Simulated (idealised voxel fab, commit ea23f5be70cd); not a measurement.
process module | voxel self aligned vias
cross-section cut | 215 nm wide | cells 5 nm
A cross-section is a grid of square cells, given in bands from the top down. A band is one or more rows of cells.
Each band's line starts with the height of the band's top and of its bottom, in nm. Then come its materials from left to right, each with its width in nm. One material with "throughout" fills the band from edge to edge. "air" is empty space.
Height 0 is the level under which the wafer as received is all one material. The lowest band goes on downwards, as in "0 down".
A width such as "30 to 40" changes by the same amount from each row of cells to the next, from the band's top row to its bottom row.
"no change" after a step means that no cell of the cross-section changed.
closed voids: empty space of 8 cells or more with no open way to the top, each as width x height at its distance from the left edge, in nm
after a step's settings: what the simulator itself notes on the step
overlay nm, on a step with a mask: how far to the right of its planned place the mask lay; to the left if negative
plan
1 op RECEIVE | material Si
2 op CONFORMAL_DEP | material SiO2 | thk nm 10
3 op CONFORMAL_DEP | material SiCN | thk nm 5
4 op DIRECTIONAL_DEP | material SiO2 | thk nm 20
5 op MASKED_ETCH | tone open | mask id LINES | width nm 20 | pitch nm 45 | etch materials SiO2 | depth nm 20 | overlay nm 0
6 op CONFORMAL_DEP | material TiN | thk nm 5
7 op FILL_DEP | material Ru | thk nm 10
8 op CMP | height nm 35
9 op SELECTIVE_ETCH | etch materials W Ru TiN | depth nm 5
10 op FILL_DEP | material SiN | thk nm 5
11 op CMP | height nm 35
12 op DIRECTIONAL_DEP | material SiO2 | thk nm 15
13 op DIRECTIONAL_DEP | material aC | thk nm 15
14 op PATTERN | tone open | mask id VIAS | material resist | width nm 30 | thk nm 35 | overlay nm 0
15 op DIRECTIONAL_ETCH | etch materials aC | depth nm 15
16 op STRIP | etch materials resist
17 op DIRECTIONAL_ETCH | etch materials SiO2 | depth nm 15
18 op DIRECTIONAL_ETCH | etch materials SiN | depth nm 5
19 op STRIP | etch materials aC
20 op CONFORMAL_DEP | material TiN | thk nm 5
21 op FILL_DEP | material W | thk nm 10
22 op CMP | height nm 50
23 op CONFORMAL_DEP | material SiN | thk nm 5
as received, after step 1
  0 down: Si throughout
  closed voids: none
a wafer at the end: this start, this plan, one mistake
  55 to 50: SiN throughout
  50 to 40: SiO2 70 | TiN 5 | W 20 | TiN 5 | SiO2 115
  40 to 35: SiO2 70 | TiN 10 | W 10 | TiN 10 | SiO2 115
  35 to 30: SiO2 75 | TiN 20 | SiO2 25 | SiN 20 | SiO2 75
  30 to 20: SiO2 75 | TiN 5 | Ru 10 | TiN 5 | SiO2 25 | TiN 5 | Ru 10 | TiN 5 | SiO2 75
  20 to 15: SiO2 75 | TiN 20 | SiO2 25 | TiN 20 | SiO2 75
  15 to 5: SiO2 throughout
  5 to 0: SiCN throughout
  0 down: Si throughout
  closed voids: none
what went wrong: steps 2 and 3 were swapped
